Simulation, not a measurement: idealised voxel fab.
process module | voxel capacitor over wiring
FYI the section here is cut, 220 nm wide, cells are 5 nm squares.
Bands, listed from the top down, are how a cross-section gets written in this document; the cross-section itself is a grid of square cells, and a band is one or more rows of them. Within each band entry, the heights of the top and of the bottom of the band appear first, in that order and in nm; the materials of the band then follow from left to right, each with its corresponding width in nm. The designation "all across" on a single material indicates that it fills the band from edge to edge; the designation "empty" indicates empty space. Where do heights start? At 0: under that level the wafer as delivered is made of one material only. And the lowest band has no floor; it just carries on downward, as in "top 0, no bottom". Width spec "30 to 40" -> top row of cells at first value, bottom row at second value, equal per-row change in between. What does "nothing altered" mean for a step? It means no cell of the cross-section changed in that step. Entry "Catalogued sealed voids" = empty spaces >= 8 cells with no open way to the top; each as width x height at distance, distance from left edge, all nm. It should be noted that, on the line of a given step, the content following the step's settings is a remark produced by the simulator itself with respect to that step. Each step line may optionally specify "overlay nm", which for a step with a mask gives the rightward distance between the mask's planned place and where it lay, a negative value indicating the leftward direction.

PLAN
1. RECEIVE (material Si)
2. CONFORMAL_DEP (material SiO2; thk nm 15)
3. DIRECTIONAL_DEP (material TiN; thk nm 5)
4. DIRECTIONAL_DEP (material Ru; thk nm 15)
5. DIRECTIONAL_DEP (material aC; thk nm 10)
6. PATTERN (tone cover; mask id METAL_1; material resist; width nm 25; pitch nm 85; thk nm 30; overlay nm 0)
7. DIRECTIONAL_ETCH (etch materials aC; depth nm 10)
8. STRIP (etch materials resist)
9. DIRECTIONAL_ETCH (etch materials Ru; depth nm 15)
10. DIRECTIONAL_ETCH (etch materials TiN; depth nm 5)
11. STRIP (etch materials aC)
12. CONFORMAL_DEP (material SiN; thk nm 5)
13. FILL_DEP (material SiO2; thk nm 5)
14. CMP (height nm 35)
15. CONFORMAL_DEP (material SiCN; thk nm 5)
16. DIRECTIONAL_DEP (material lowk; thk nm 20)
17. PATTERN (tone open; mask id PLUG_1; material resist; width nm 15; thk nm 15; overlay nm 0)
18. DIRECTIONAL_ETCH (etch materials lowk; depth nm 20)
19. DIRECTIONAL_ETCH (etch materials SiCN; depth nm 5)
20. STRIP (etch materials resist)
21. EPI (material Ru; thk nm 10)
22. EPI (material Ru; thk nm 10)
23. EPI (material Ru; thk nm 5)
24. DIRECTIONAL_DEP (material TiN; thk nm 10)
25. DIRECTIONAL_DEP (material Al2O3; thk nm 5)
26. DIRECTIONAL_DEP (material TiN; thk nm 5)
27. MASKED_ETCH (tone cover; mask id UPPER_PLATE; width nm 65; etch materials TiN; depth nm 5; overlay nm 0)
28. MASKED_ETCH (tone cover; mask id UPPER_PLATE; width nm 65; etch materials Al2O3; depth nm 5; overlay nm 0)
29. PATTERN (tone cover; mask id LOWER_PLATE; material resist; width nm 75; thk nm 20; overlay nm 0)
30. DIRECTIONAL_ETCH (etch materials TiN; depth nm 10)
31. STRIP (etch materials resist)
32. FILL_DEP (material SiO2; thk nm 15)
33. CMP (height nm 90)
34. DIRECTIONAL_DEP (material aC; thk nm 10)
35. PATTERN (tone open; mask id PLUG_2; material resist; width nm 15; thk nm 30; overlay nm 0)
36. DIRECTIONAL_ETCH (etch materials aC; depth nm 10)
37. STRIP (etch materials resist)
38. DIRECTIONAL_ETCH (etch materials SiO2; depth nm 10)
39. STRIP (etch materials aC)
40. CONFORMAL_DEP (material TiN; thk nm 5)
41. FILL_DEP (material W; thk nm 5)
42. CMP (height nm 90)
43. CONFORMAL_DEP (material SiCN; thk nm 5)

THIS IS THE CROSS-SECTION OF THE WAFER AS WE RECEIVED IT, I.E. AFTER STEP 1
- top 0, no bottom: Si all across
- Catalogued sealed voids: none

FIRST OF TWO WAFERS, END-OF-MODULE SECTION, RUN FOLLOWED PLAN
- top 95, bottom 90: SiCN all across
- top 90, bottom 85: SiO2=75, then TiN=5, then W=5, then TiN=5, then SiO2=130
- top 85, bottom 75: SiO2=75 to 65, then TiN=15 to 65, then SiO2=130 to 90
- top 75, bottom 70: SiO2=65, then Al2O3=65, then SiO2=90
- top 70, bottom 60: SiO2=60, then TiN=75, then SiO2=85
- top 60, bottom 40: lowk=65, then Ru=15, then lowk=140
- top 40, bottom 35: SiCN=65, then Ru=15, then SiCN=140
- top 35, bottom 20: SiO2=50, then SiN=5, then Ru=25, then SiN=5, then SiO2=50, then SiN=5, then Ru=25, then SiN=5, then SiO2=50
- top 20, bottom 15: SiN=55, then TiN=25, then SiN=60, then TiN=25, then SiN=55
- top 15, bottom 0: SiO2 all across
- top 0, no bottom: Si all across
- Catalogued sealed voids: none

MODULE END: CROSS-SECTION OF WAFER TWO OF TWO. SAME START AND PROCESS PLAN AS THE FIRST WAFER. ONE MISTAKE DURING EXECUTION
- top 95, bottom 90: SiCN all across
- top 90, bottom 85: SiO2=75, then TiN=5, then W=5, then TiN=5, then SiO2=130
- top 85, bottom 80: SiO2=75, then TiN=15, then SiO2=130
- top 80, bottom 75: SiO2=65, then Al2O3=65, then SiO2=90
- top 75, bottom 65: SiO2=60, then TiN=75, then SiO2=85
- top 65, bottom 60: TiN all across
- top 60, bottom 40: lowk=65, then Ru=15, then lowk=140
- top 40, bottom 35: SiCN=65, then Ru=15, then SiCN=140
- top 35, bottom 20: SiO2=50, then SiN=5, then Ru=25, then SiN=5, then SiO2=50, then SiN=5, then Ru=25, then SiN=5, then SiO2=50
- top 20, bottom 15: SiN=55, then TiN=25, then SiN=60, then TiN=25, then SiN=55
- top 15, bottom 0: SiO2 all across
- top 0, no bottom: Si all across
- Catalogued sealed voids: none
Deviation from plan: step 25 ran in the slot meant for step 26, and vice versa
Final difference in cells, second wafer against first, listed per material as more or fewer: SiO2: 31 fewer; TiN: 31 more
